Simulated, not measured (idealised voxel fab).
The process module presented herein is designated voxel air gaps.
It is cross-section cut that appears here, measuring 245 nm in width, its square cells being 5 nm in size.
Each cross-section below is a grid of square cells, stated as bands in top-down order, with one or more rows of cells making up each band.
Each band's line starts with the height of the band's top and of its bottom, in nm. Then come its materials from left to right, each with its width in nm. One material with "throughout" fills the band from edge to edge. "empty" is empty space.
Height reference: 0 = level under which incoming wafer is all one material. Lowest band: no bottom, runs on downward, e.g. "0 down".
Read "30..40" as a graded width: first number on top, second number at the bottom, same change between each pair of neighbouring rows.
Key: "all unchanged" - step with no changed cell in the cross-section.
Closed empty spaces (no open way to the top) of 8 cells or more are what "Cavities, sealed" lists, each as width x height at distance from the left edge, nm for all three.
Anything after a step's settings on that line? It's the simulator's own note about the step.
"overlay nm", when on a step's line for a step with a mask, measures how far to the right of its planned place the mask lay; a negative measure means to the left.
Listed below are the process steps as planned
1 RECEIVE | material Si
2 CONFORMAL_DEP | material SiO2 | thk nm 15
3 CONFORMAL_DEP | material SiCN | thk nm 5
4 DIRECTIONAL_DEP | material lowk | thk nm 35
5 PATTERN | tone open | mask id LINES | material resist | width nm 25 | pitch nm 55 | thk nm 20 | overlay nm -15
6 DIRECTIONAL_ETCH | etch materials lowk | depth nm 35
7 STRIP | etch materials resist
8 CONFORMAL_DEP | material TiN | thk nm 5
9 FILL_DEP | material W | thk nm 5
10 CMP | height nm 55
11 EPI | material Ru | thk nm 10
12 SELECTIVE_ETCH | etch materials lowk | depth nm 45
13 CONFORMAL_DEP | material SiCN | thk nm 5
The overlay nm used in step 5 is not the same on every wafer, whereas the starting condition is; the value printed in the plan is the first wafer's.
Cross-section of the first of several received wafers, showing its state after step 1
> 0 down = Si throughout
> Cavities, sealed: none
End-of-module cross-section, first of several wafers, after last step 13
> 70 to 65 = empty 25 nm / SiCN 165 nm / empty 55 nm
> 65 to 55 = empty 25 nm / SiCN 5 nm / Ru 45 nm / SiCN 10 nm / Ru 45 nm / SiCN 10 nm / Ru 45 nm / SiCN 5 nm / empty 55 nm
> 55 to 50 = empty 25 nm / SiCN 15 nm / TiN 5 nm / W 15 nm / TiN 5 nm / SiCN 30 nm / TiN 5 nm / W 15 nm / TiN 5 nm / SiCN 30 nm / TiN 5 nm / W 15 nm / TiN 5 nm / SiCN 15 nm / empty 55 nm
> 50 to 25 = empty 35 nm / SiCN 5 nm / TiN 5 nm / W 15 nm / TiN 5 nm / SiCN 5 nm / empty 20 nm / SiCN 5 nm / TiN 5 nm / W 15 nm / TiN 5 nm / SiCN 5 nm / empty 20 nm / SiCN 5 nm / TiN 5 nm / W 15 nm / TiN 5 nm / SiCN 5 nm / empty 65 nm
> 25 to 20 = SiCN 40 nm / TiN 25 nm / SiCN 30 nm / TiN 25 nm / SiCN 30 nm / TiN 25 nm / SiCN 70 nm
> 20 to 15 = SiCN throughout
> 15 to 0 = SiO2 throughout
> 0 down = Si throughout
> Cavities, sealed: 20 x 25 at 70; 20 x 25 at 125
Sectional view of the last wafer upon completion of the module
> 70 to 65 = empty 55 nm / SiCN 165 nm / empty 25 nm
> 65 to 55 = empty 55 nm / SiCN 5 nm / Ru 45 nm / SiCN 10 nm / Ru 45 nm / SiCN 10 nm / Ru 45 nm / SiCN 5 nm / empty 25 nm
> 55 to 50 = empty 55 nm / SiCN 15 nm / TiN 5 nm / W 15 nm / TiN 5 nm / SiCN 30 nm / TiN 5 nm / W 15 nm / TiN 5 nm / SiCN 30 nm / TiN 5 nm / W 15 nm / TiN 5 nm / SiCN 15 nm / empty 25 nm
> 50 to 25 = empty 65 nm / SiCN 5 nm / TiN 5 nm / W 15 nm / TiN 5 nm / SiCN 5 nm / empty 20 nm / SiCN 5 nm / TiN 5 nm / W 15 nm / TiN 5 nm / SiCN 5 nm / empty 20 nm / SiCN 5 nm / TiN 5 nm / W 15 nm / TiN 5 nm / SiCN 5 nm / empty 35 nm
> 25 to 20 = SiCN 70 nm / TiN 25 nm / SiCN 30 nm / TiN 25 nm / SiCN 30 nm / TiN 25 nm / SiCN 40 nm
> 20 to 15 = SiCN throughout
> 15 to 0 = SiO2 throughout
> 0 down = Si throughout
> Cavities, sealed: 20 x 25 at 100; 20 x 25 at 155
Per-wafer rows below. For each material: cells gained (+) or lost (-) since the wafer was received, as of end of module. Then: closed voids
overlay nm -15 | +54 Ru | +176 SiCN | +147 SiO2 | +51 TiN | +54 W | Cavities, sealed: 20 x 25 at 70; 20 x 25 at 125
overlay nm -10 | +54 Ru | +176 SiCN | +147 SiO2 | +51 TiN | +54 W | Cavities, sealed: 20 x 25 at 75; 20 x 25 at 130
overlay nm -5 | +54 Ru | +176 SiCN | +147 SiO2 | +51 TiN | +54 W | Cavities, sealed: 20 x 25 at 80; 20 x 25 at 135
overlay nm 0 | +54 Ru | +176 SiCN | +147 SiO2 | +51 TiN | +54 W | Cavities, sealed: 20 x 25 at 85; 20 x 25 at 140
overlay nm 5 | +54 Ru | +176 SiCN | +147 SiO2 | +51 TiN | +54 W | Cavities, sealed: 20 x 25 at 90; 20 x 25 at 145
overlay nm 10 | +54 Ru | +176 SiCN | +147 SiO2 | +51 TiN | +54 W | Cavities, sealed: 20 x 25 at 95; 20 x 25 at 150
overlay nm 15 | +54 Ru | +176 SiCN | +147 SiO2 | +51 TiN | +54 W | Cavities, sealed: 20 x 25 at 100; 20 x 25 at 155
